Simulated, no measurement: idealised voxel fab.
Process module under the name voxel wiring stack
Xsec cut, 300 nm wide, square cell size 5 nm.
In this document a cross-section is written as a grid of square cells. It is given as a series of bands, listed from the top down, and a band is one or more rows of cells.
Band entry format. Leading values: height of top, height of bottom, nm. Remainder: materials in left-to-right order, each with its width in nm. Special words: "full width" on a single material, which then fills the band edge to edge; "air", empty space.
A quick word on heights: they are counted from 0, and under that level the wafer as it came to us is one material throughout. The lowest band is different from the rest in having no bottom; it simply continues downward, written as in "0 nm and below".
A two-number width, for instance "30..40", indicates that the width is equal to the first number in the top row of the band and to the second number in the bottom row, and that it changes by a constant amount per row of cells.
Step marked "remains unaltered"? Then no cell in the cross-section changed in it.
"Sealed voids": empty spaces of 8 cells or more with no open way to the top, each given as width x height at distance, distance from the left edge, all in nm.
Formally, on a step line, whatever follows the settings is a remark that the simulator itself makes on the step.
The optional step-line setting "overlay nm" applies to steps with a mask and quantifies how far to the right of its planned location the mask lay, a negative value indicating leftward placement.

## This section lists the process steps that were planned
- 1: RECEIVE, material Si
- 2: CONFORMAL_DEP, material SiO2, thk nm 10
- 3: DIRECTIONAL_DEP, material TiN, thk nm 5
- 4: DIRECTIONAL_DEP, material W, thk nm 15
- 5: PATTERN, tone cover, mask id METAL_1, material resist, width nm 30, pitch nm 50, thk nm 20, overlay nm 0
- 6: DIRECTIONAL_ETCH, etch materials W, depth nm 15
- 7: DIRECTIONAL_ETCH, etch materials TiN, depth nm 5
- 8: STRIP, etch materials resist
- 9: FILL_DEP, material lowk, thk nm 10
- 10: CMP, height nm 30
- 11: CONFORMAL_DEP, material SiCN, thk nm 5
- 12: DIRECTIONAL_DEP, material lowk, thk nm 10
- 13: PATTERN, tone open, mask id PLUG_1, material resist, width nm 15, pitch nm 50, thk nm 20, overlay nm 0
- 14: DIRECTIONAL_ETCH, etch materials lowk, depth nm 10
- 15: DIRECTIONAL_ETCH, etch materials SiCN, depth nm 5
- 16: STRIP, etch materials resist
- 17: EPI, material Ru, thk nm 10
- 18: EPI, material Ru, thk nm 5
- 19: CONFORMAL_DEP, material SiCN, thk nm 5
- 20: DIRECTIONAL_DEP, material SiO2, thk nm 15
- 21: DIRECTIONAL_DEP, material aC, thk nm 10
- 22: PATTERN, tone open, mask id METAL_2, material resist, width nm 30, pitch nm 50, thk nm 30, overlay nm 0
- 23: DIRECTIONAL_ETCH, etch materials aC, depth nm 10
- 24: STRIP, etch materials resist
- 25: DIRECTIONAL_ETCH, etch materials SiO2, depth nm 15
- 26: DIRECTIONAL_ETCH, etch materials SiCN, depth nm 5
- 27: STRIP, etch materials aC
- 28: CONFORMAL_DEP, material TiN, thk nm 5
- 29: FILL_DEP, material Ru, thk nm 10
- 30: CMP, height nm 65
- 31: EPI, material Ru, thk nm 5
- 32: FILL_DEP, material SiCN, thk nm 5

## As received (post step 1): cross-section
    0 nm and below: Si full width
    Sealed voids: none

## The cross-section shown corresponds to the wafer at the conclusion of the module. The initial structure and the process plan are those presented above; however, one mistake occurred in executing the plan
    90 nm to 85 nm: SiCN full width
    85 nm to 70 nm: Ru full width
    70 nm to 65 nm: TiN 90; Ru 20; TiN 30; Ru 20; TiN 30; Ru 20; TiN 90
    65 nm to 50 nm: SiO2 85; TiN 5; Ru 20; TiN 5; SiO2 20; TiN 5; Ru 20; TiN 5; SiO2 20; TiN 5; Ru 20; TiN 5; SiO2 85
    50 nm to 45 nm: SiCN 85; TiN 30; SiCN 20; TiN 30; SiCN 20; TiN 30; SiCN 85
    45 nm to 35 nm: lowk 85; Ru 15; lowk 35; Ru 15; lowk 35; Ru 15; lowk 100
    35 nm to 30 nm: SiCN 85; Ru 15; SiCN 35; Ru 15; SiCN 35; Ru 15; SiCN 100
    30 nm to 15 nm: lowk 85; W 30; lowk 20; W 30; lowk 20; W 30; lowk 85
    15 nm to 10 nm: lowk 85; TiN 30; lowk 20; TiN 30; lowk 20; TiN 30; lowk 85
    10 nm to 0 nm: SiO2 full width
    0 nm and below: Si full width
    Sealed voids: none
Want to know what went wrong? step 30 of the plan was bypassed and not carried out
